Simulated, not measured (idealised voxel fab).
The process module that follows is named voxel transistor to metal.
It is cross-section cut that appears here, measuring 215 nm in width, its square cells being 5 nm in size.
When this document writes out a cross-section, it uses a grid of square cells and lists it as bands, beginning at the top and moving down, with a band standing for one or more rows of cells. Top height, bottom height, nm. Materials left to right, width each, nm. Single material + "edge to edge" = fills band edge to edge. "empty" = empty. Heads up on the height convention: 0 is the point under which the incoming wafer is all one material, and the lowest band has no bottom, it just keeps going down, like "0 down". A width given as "30->40" starts at the first number in the band's top row and ends at the second number in its bottom row, shifting by an equal amount at every step from row to row. Where a step carries "stayed the same", the cross-section came out of it unchanged, cell for cell. The entry "Fully sealed voids" lists the empty spaces that cover at least 8 cells and have no open path to the top. Each is written as width x height at distance, where the distance is measured from the left edge and all three values are in nm. Where a step's line continues beyond its settings, the continuation is a remark by the simulator itself on that step. overlay nm: right-of-plan distance of the mask on a masked step; negative values mean left-of-plan. From here on the document is pairs. In a pair, the cross-section before one process step comes with the cross-section after it, and the latter goes no deeper than the lowest band that changed. What lies in between, the step and its settings, is written under the pair. A pair may be from a different run of this module on the same starting wafer than the pair above it, so it continues from that pair only where its entry headed "Prior to processing" says so.
Prior to processing:
50 to 45: 55 aC | 105 empty | 55 aC
45 to 35: aC edge to edge
35 to 30: 55 SiCN | 105 aC | 55 SiCN
30 to 25: SiCN edge to edge
25 to 20: 55 polySi | 105 SiCN | 55 polySi
20 to 5: polySi edge to edge
5 to 0: 55 SiO2 | 105 polySi | 55 SiO2
0 to -5: SiO2 edge to edge
-5 to -30: 60 SiO2 | 95 Si | 60 SiO2
-30 down: Si edge to edge
Fully sealed voids: none
Post-Process Section:
85 to 50: 95 resist | 25 empty | 95 resist
50 to 45: 55 aC | 40 resist | 25 empty | 40 resist | 55 aC
Rest of section, below 45: as before.
Fully sealed voids: none
Can you say which step sits between the two cross-sections above? op PATTERN | tone open | mask id GATE | material resist | width nm 25 | thk nm 35 | overlay nm 0
Prior to processing: nothing new to draw here, it's the after view of the pair just above.
Post-Process Section:
70 to 50: 95 resist | 25 empty | 95 resist
50 to 45: 55 aC | 40 resist | 25 empty | 40 resist | 55 aC
45 to 35: 95 aC | 25 empty | 95 aC
35 to 30: 55 SiCN | 40 aC | 25 empty | 40 aC | 55 SiCN
Rest of section, below 30: as before.
Fully sealed voids: none
Can you say which step sits between the two cross-sections above? op DIRECTIONAL_ETCH | etch materials aC | depth nm 15
Prior to processing: nothing new to draw here, it's the after view of the pair just above.
Post-Process Section:
50 to 45: 55 aC | 105 empty | 55 aC
Rest of section, below 45: as before.
Fully sealed voids: none
Can you say which step sits between the two cross-sections above? op STRIP | etch materials resist
Prior to processing: nothing new to draw here, it's the after view of the pair just above.
Post-Process Section:
50 to 45: 55 aC | 105 empty | 55 aC
45 to 35: 95 aC | 25 empty | 95 aC
35 to 30: 55 SiCN | 40 aC | 25 empty | 40 aC | 55 SiCN
30 to 25: 95 SiCN | 25 empty | 95 SiCN
25 to 20: 55 polySi | 40 SiCN | 25 empty | 40 SiCN | 55 polySi
Rest of section, below 20: as before.
Fully sealed voids: none
Can you say which step sits between the two cross-sections above? op DIRECTIONAL_ETCH | etch materials SiCN | depth nm 20
Prior to processing: nothing new to draw here, it's the after view of the pair just above.
Post-Process Section:
50 to 45: 55 aC | 105 empty | 55 aC
45 to 35: 95 aC | 25 empty | 95 aC
35 to 30: 55 SiCN | 40 aC | 25 empty | 40 aC | 55 SiCN
30 to 25: 95 SiCN | 25 empty | 95 SiCN
25 to 20: 55 polySi | 40 SiCN | 25 empty | 40 SiCN | 55 polySi
20 to 5: 95 polySi | 25 empty | 95 polySi
5 to 0: 55 SiO2 | 40 polySi | 25 empty | 40 polySi | 55 SiO2
Rest of section, below 0: as before.
Fully sealed voids: none
Can you say which step sits between the two cross-sections above? op DIRECTIONAL_ETCH | etch materials polySi | depth nm 30
Prior to processing: nothing new to draw here, it's the after view of the pair just above.
Post-Process Section:
35 to 25: 55->95 SiCN | 105->25 empty | 55->95 SiCN
Rest of section, below 25: as before.
Fully sealed voids: none
Can you say which step sits between the two cross-sections above? op STRIP | etch materials aC
Prior to processing: nothing new to draw here, it's the after view of the pair just above.
Post-Process Section:
40 to 35: 60 SiN | 95 empty | 60 SiN
35 to 25: 55->95 SiCN | 45->5 SiN | 15 empty | 45->5 SiN | 55->95 SiCN
25 to 20: 55 polySi | 40 SiCN | 5 SiN | 15 empty | 5 SiN | 40 SiCN | 55 polySi
20 to 5: 95 polySi | 5 SiN | 15 empty | 5 SiN | 95 polySi
5 to 0: 55 SiO2 | 40 polySi | 25 SiN | 40 polySi | 55 SiO2
Rest of section, below 0: as before.
Fully sealed voids: none
Can you say which step sits between the two cross-sections above? op CONFORMAL_DEP | material SiN | thk nm 5
Prior to processing: nothing new to draw here, it's the after view of the pair just above.
Post-Process Section:
35 to 25: 55->95 SiCN | 5 SiN | 95->15 empty | 5 SiN | 55->95 SiCN
25 to 20: 55 polySi | 40 SiCN | 5 SiN | 15 empty | 5 SiN | 40 SiCN | 55 polySi
20 to 5: 95 polySi | 5 SiN | 15 empty | 5 SiN | 95 polySi
5 to 0: 55 SiO2 | 40 polySi | 5 SiN | 15 empty | 5 SiN | 40 polySi | 55 SiO2
Rest of section, below 0: as before.
Fully sealed voids: none
Can you say which step sits between the two cross-sections above? op DIRECTIONAL_ETCH | etch materials SiN | depth nm 5
Prior to processing: nothing new to draw here, it's the after view of the pair just above.
Post-Process Section:
35 to 25: 55->95 SiCN | 5 SiN | 95->15 empty | 5 SiN | 55->95 SiCN
25 to 20: 55 polySi | 40 SiCN | 5 SiN | 15 empty | 5 SiN | 40 SiCN | 55 polySi
20 to 5: 95 polySi | 5 SiN | 15 empty | 5 SiN | 95 polySi
5 to 0: 55 SiO2 | 40 polySi | 5 SiN | 15 empty | 5 SiN | 40 polySi | 55 SiO2
0 to -5: 100 SiO2 | 15 empty | 100 SiO2
Rest of section, below -5: as before.
Fully sealed voids: none
Can you say which step sits between the two cross-sections above? op DIRECTIONAL_ETCH | etch materials SiO2 | depth nm 5
Prior to processing: nothing new to draw here, it's the after view of the pair just above.
Post-Process Section:
35 to 25: 55->95 SiCN | 5 SiN | 95->15 empty | 5 SiN | 55->95 SiCN
25 to 20: 55 polySi | 40 SiCN | 5 SiN | 15 empty | 5 SiN | 40 SiCN | 55 polySi
20 to 5: 95 polySi | 5 SiN | 15 empty | 5 SiN | 95 polySi
5 to 0: 55 SiO2 | 40 polySi | 5 SiN | 15 empty | 5 SiN | 40 polySi | 55 SiO2
0 to -5: 100 SiO2 | 15 nSi | 100 SiO2
Rest of section, below -5: as before.
Fully sealed voids: none
Can you say which step sits between the two cross-sections above? op EPI | material nSi | thk nm 5
Prior to processing: nothing new to draw here, it's the after view of the pair just above.
Post-Process Section:
45 to 35: SiO2 edge to edge
35 to 25: 55->95 SiCN | 5 SiN | 95->15 SiO2 | 5 SiN | 55->95 SiCN
25 to 20: 55 polySi | 40 SiCN | 5 SiN | 15 SiO2 | 5 SiN | 40 SiCN | 55 polySi
20 to 5: 95 polySi | 5 SiN | 15 SiO2 | 5 SiN | 95 polySi
5 to 0: 55 SiO2 | 40 polySi | 5 SiN | 15 SiO2 | 5 SiN | 40 polySi | 55 SiO2
Rest of section, below 0: as before.
Fully sealed voids: none
Can you say which step sits between the two cross-sections above? op FILL_DEP | material SiO2 | thk nm 10
Prior to processing: nothing new to draw here, it's the after view of the pair just above.
Post-Process Section:
30 to 25: 95 SiCN | 5 SiN | 15 SiO2 | 5 SiN | 95 SiCN
Rest of section, below 25: as before.
Fully sealed voids: none
Can you say which step sits between the two cross-sections above? op CMP | height nm 30
Prior to processing: nothing new to draw here, it's the after view of the pair just above.
Post-Process Section:
40 to 30: SiO2 edge to edge
Rest of section, below 30: as before.
Fully sealed voids: none
Can you say which step sits between the two cross-sections above? op DIRECTIONAL_DEP | material SiO2 | thk nm 10
Prior to processing: nothing new to draw here, it's the after view of the pair just above.
Post-Process Section:
40 to 30: 65 SiO2 | 15 empty | 55 SiO2 | 15 empty | 65 SiO2
Rest of section, below 30: as before.
Fully sealed voids: none
Can you say which step sits between the two cross-sections above? op MASKED_ETCH | tone open | mask id CONTACT | width nm 15 | pitch nm 70 | etch materials SiO2 | depth nm 40 | overlay nm 0
Prior to processing: nothing new to draw here, it's the after view of the pair just above.
Post-Process Section:
45 to 40: 70 TiN | 5 empty | 65 TiN | 5 empty | 70 TiN
40 to 35: 65 SiO2 | 5 TiN | 5 empty | 5 TiN | 55 SiO2 | 5 TiN | 5 empty | 5 TiN | 65 SiO2
35 to 30: 65 SiO2 | 15 TiN | 55 SiO2 | 15 TiN | 65 SiO2
Rest of section, below 30: as before.
Fully sealed voids: none
Can you say which step sits between the two cross-sections above? op CONFORMAL_DEP | material TiN | thk nm 5
Prior to processing: nothing new to draw here, it's the after view of the pair just above.
Post-Process Section:
50 to 45: Ru edge to edge
45 to 40: 70 TiN | 5 Ru | 65 TiN | 5 Ru | 70 TiN
40 to 35: 65 SiO2 | 5 TiN | 5 Ru | 5 TiN | 55 SiO2 | 5 TiN | 5 Ru | 5 TiN | 65 SiO2
Rest of section, below 35: as before.
Fully sealed voids: none
Can you say which step sits between the two cross-sections above? op FILL_DEP | material Ru | thk nm 5
Prior to processing: nothing new to draw here, it's the after view of the pair just above.
Post-Process Section:
40 to 35: 65 SiO2 | 5 TiN | 5 Ru | 5 TiN | 55 SiO2 | 5 TiN | 5 Ru | 5 TiN | 65 SiO2
Rest of section, below 35: as before.
Fully sealed voids: none
Can you say which step sits between the two cross-sections above? op CMP | height nm 40
Prior to processing: nothing new to draw here, it's the after view of the pair just above.
Post-Process Section:
45 to 40: TiN edge to edge
Rest of section, below 40: as before.
Fully sealed voids: none
Can you say which step sits between the two cross-sections above? op DIRECTIONAL_DEP | material TiN | thk nm 5
Prior to processing: nothing new to draw here, it's the after view of the pair just above.
Post-Process Section:
65 to 45: W edge to edge
Rest of section, below 45: as before.
Fully sealed voids: none
Can you say which step sits between the two cross-sections above? op DIRECTIONAL_DEP | material W | thk nm 20
Prior to processing: nothing new to draw here, it's the after view of the pair just above.
Post-Process Section:
65 to 45: 65 empty | 15 W | 55 empty | 15 W | 65 empty
Rest of section, below 45: as before.
Fully sealed voids: none
Can you say which step sits between the two cross-sections above? op MASKED_ETCH | tone cover | mask id METAL_1 | width nm 15 | pitch nm 70 | etch materials W | depth nm 20 | overlay nm 0
Prior to processing: nothing new to draw here, it's the after view of the pair just above.
Post-Process Section:
65 to 45: 65 empty | 15 W | 55 empty | 15 W | 65 empty
45 to 40: 65 empty | 15 TiN | 55 empty | 15 TiN | 65 empty
Rest of section, below 40: as before.
Fully sealed voids: none
Can you say which step sits between the two cross-sections above? op MASKED_ETCH | tone cover | mask id METAL_1 | width nm 15 | pitch nm 70 | etch materials TiN | depth nm 5 | overlay nm 0
Prior to processing: nothing new to draw here, it's the after view of the pair just above.
Post-Process Section:
70 to 65: SiO2 edge to edge
65 to 45: 65 SiO2 | 15 W | 55 SiO2 | 15 W | 65 SiO2
45 to 40: 65 SiO2 | 15 TiN | 55 SiO2 | 15 TiN | 65 SiO2
Rest of section, below 40: as before.
Fully sealed voids: none
Can you say which step sits between the two cross-sections above? op FILL_DEP | material SiO2 | thk nm 5
Prior to processing: nothing new to draw here, it's the after view of the pair just above.
Post-Process Section:
65 to 45: 65 SiO2 | 15 W | 55 SiO2 | 15 W | 65 SiO2
Rest of section, below 45: as before.
Fully sealed voids: none
Can you say which step sits between the two cross-sections above? op CMP | height nm 65
Prior to processing: nothing new to draw here, it's the after view of the pair just above.
Post-Process Section:
70 to 65: SiN edge to edge
Rest of section, below 65: as before.
Fully sealed voids: none
Can you say which step sits between the two cross-sections above? op CONFORMAL_DEP | material SiN | thk nm 5
